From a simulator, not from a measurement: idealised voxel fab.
Documented hereafter: the process module known as voxel self aligned contacts.
Cross-sectional view cut (width: 235 nm; square cell size: 5 nm).
If you're reading a cross-section in this doc, picture square cells in a grid; it comes to you as bands, top ones listed first down to the bottom, and a band can be one or more rows of cells.
Heads up on the band format: heights come first, top then bottom, in nm. After that it's the materials left to right, each with its width in nm. A single material flagged "throughout" fills the whole band edge to edge, and "air" means there's empty space there.
Heights are measured from 0, the level below which the as-received wafer is all one material; the lowest band has no bottom and continues downward, written as in "0 down".
It should be noted that a width expressed as "30->40" varies in equal increments from row to row of cells within the band, taking the value of the first number at the top row and that of the second number at the bottom row.
For the purposes of this document, the phrase "nothing altered" attached to a step denotes that no cell within the cross-section was modified by that step.
So "Enclosed empty spaces" is basically the list of trapped voids: any empty space of 8 cells or more that can't reach the top through an opening. They're written width x height at distance, the distance being from the left edge, and it's all nm.
Where a step's line continues beyond its settings, the continuation is a remark by the simulator itself on that step.
Each step line may optionally specify "overlay nm", which for a step with a mask gives the rightward distance between the mask's planned place and where it lay, a negative value indicating the leftward direction.
The steps planned for the process are as follows
1,RECEIVE | material Si
2,CONFORMAL_DEP | material SiO2 | thk nm 5
3,DIRECTIONAL_DEP | material polySi | thk nm 30
4,DIRECTIONAL_DEP | material SiN | thk nm 20
5,DIRECTIONAL_DEP | material aC | thk nm 15
6,PATTERN | tone cover | mask id GATE | material resist | width nm 25 | pitch nm 60 | thk nm 30 | overlay nm 0
7,DIRECTIONAL_ETCH | etch materials aC | depth nm 15
8,STRIP | etch materials resist
9,DIRECTIONAL_ETCH | etch materials SiN | depth nm 20
10,DIRECTIONAL_ETCH | etch materials polySi | depth nm 30
11,STRIP | etch materials aC
12,CONFORMAL_DEP | material SiN | thk nm 10
13,DIRECTIONAL_ETCH | etch materials SiN | depth nm 10
14,FILL_DEP | material SiO2 | thk nm 15
15,CMP | height nm 65
16,MASKED_ETCH | tone open | mask id CONTACT | width nm 45 | pitch nm 60 | etch materials SiO2 | depth nm 65 | overlay nm 0
17,CONFORMAL_DEP | material TiN | thk nm 5
18,FILL_DEP | material W | thk nm 5
19,CMP | height nm 65
20,CONFORMAL_DEP | material SiN | thk nm 5
Wafer cross-section on receipt, i.e. after step 1
  0 down  Si throughout
  Enclosed empty spaces: none
Look at the cross-section after the module: the wafer started out the way shown above and the plan was the one shown above, yet one mistake was made along the way
  70 to 65  SiN throughout
  65 to 55  SiO2: 65 | TiN: 5->20 | SiN: 35->5 | TiN: 5->20 | SiO2: 15 | TiN: 5->20 | SiN: 35->5 | TiN: 5->20 | SiO2: 65
  55 to 35  SiO2: 35 | SiN: 45 | TiN: 5 | SiN: 5 | TiN: 5 | SiN: 45 | TiN: 5 | SiN: 5 | TiN: 5 | SiN: 45 | SiO2: 35
  35 to 5  SiO2: 35 | SiN: 10 | polySi: 25 | SiN: 10 | TiN: 5 | SiN: 5 | TiN: 5 | SiN: 10 | polySi: 25 | SiN: 10 | TiN: 5 | SiN: 5 | TiN: 5 | SiN: 10 | polySi: 25 | SiN: 10 | SiO2: 35
  5 to 0  SiO2: 80 | TiN: 15 | SiO2: 45 | TiN: 15 | SiO2: 80
  0 down  Si throughout
  Enclosed empty spaces: none
Against the plan, the run slipped here: step 18 deviated from plan and actually ran as FILL_DEP | material SiN | thk nm 5
